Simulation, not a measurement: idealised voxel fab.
A process module follows: voxel ribs on slabs.
Square cells of 5 nm make up the cross-section cut, whose width is 155 nm.
Cross-section layout: square cells on a grid; listed as bands, top to bottom; a band spans one or more cell rows. Top height, bottom height, nm. Materials left to right, width each, nm. Single material + "everywhere" = fills band edge to edge. "empty" = empty. Heights are expressed relative to 0, this being the level below which the as-received wafer comprises one material exclusively. The lowest band is unbounded in the downward direction and is denoted as in "0 down". Graded width ("30->40"): value in top row of band = first number; value in bottom row = second number; row-to-row change constant. "nothing different" means the step left every cell of the cross-section as it was. Under "Completely enclosed voids" you'll find the enclosed gaps, the ones with no way out to the top, that are 8 cells or bigger; each reads width x height at distance, with distance counted from the left edge, everything in nm. Read whatever lies past the settings on a step's line as the simulator's own remark about the step. overlay nm, on a step with a mask: how far to the right of its planned place the mask lay; to the left if negative.
PROCESS STEPS FORESEEN IN THE PLAN
- 1: RECEIVE [material Si]
- 2: DIRECTIONAL_DEP [material SiO2] [thk nm 25]
- 3: DIRECTIONAL_DEP [material SiN] [thk nm 20]
- 4: DIRECTIONAL_DEP [material aC] [thk nm 15]
- 5: PATTERN [tone cover] [mask id RIB] [material resist] [width nm 30] [thk nm 35] [overlay nm 0]
- 6: DIRECTIONAL_ETCH [etch materials aC] [depth nm 15]
- 7: STRIP [etch materials resist]
- 8: DIRECTIONAL_ETCH [etch materials SiN] [depth nm 10]
- 9: STRIP [etch materials aC]
- 10: DIRECTIONAL_DEP [material aC] [thk nm 15]
- 11: PATTERN [tone cover] [mask id SLAB] [material resist] [width nm 60] [thk nm 30] [overlay nm 0]
- 12: DIRECTIONAL_ETCH [etch materials aC] [depth nm 15]
- 13: STRIP [etch materials resist]
- 14: DIRECTIONAL_ETCH [etch materials SiN] [depth nm 10]
- 15: STRIP [etch materials aC]
- 16: FILL_DEP [material SiO2] [thk nm 20]
- 17: CMP [height nm 55]
- 18: DIRECTIONAL_DEP [material TiN] [thk nm 10]
- 19: PATTERN [tone cover] [mask id HEATER] [material resist] [width nm 40] [thk nm 20] [overlay nm 0]
- 20: DIRECTIONAL_ETCH [etch materials TiN] [depth nm 10]
- 21: STRIP [etch materials resist]
- 22: CONFORMAL_DEP [material SiN] [thk nm 5]
INCOMING WAFER, CROSS-SECTIONAL VIEW, POST STEP 1
- 0 down  Si everywhere
- Completely enclosed voids: none
BELOW IS THE WAFER IN CROSS-SECTION AFTER THE MODULE WAS COMPLETED. IT BEGAN FROM THE STARTING POINT SHOWN ABOVE AND FOLLOWED THE PLAN SHOWN ABOVE, EXCEPT THAT ONE MISTAKE WAS MADE WHILE RUNNING IT
- 70 to 65  50 nm empty, then 50 nm SiN, then 55 nm empty
- 65 to 60  50 nm empty, then 5 nm SiN, then 40 nm TiN, then 5 nm SiN, then 55 nm empty
- 60 to 55  55 nm SiN, then 40 nm TiN, then 60 nm SiN
- 55 to 45  SiO2 everywhere
- 45 to 30  60 nm SiO2, then 30 nm SiN, then 65 nm SiO2
- 30 to 25  45 nm SiO2, then 60 nm SiN, then 50 nm SiO2
- 25 to 0  SiO2 everywhere
- 0 down  Si everywhere
- Completely enclosed voids: none
What was the processing mistake? contrary to plan, step 8 was performed as DIRECTIONAL_ETCH [etch materials SiN] [depth nm 15]
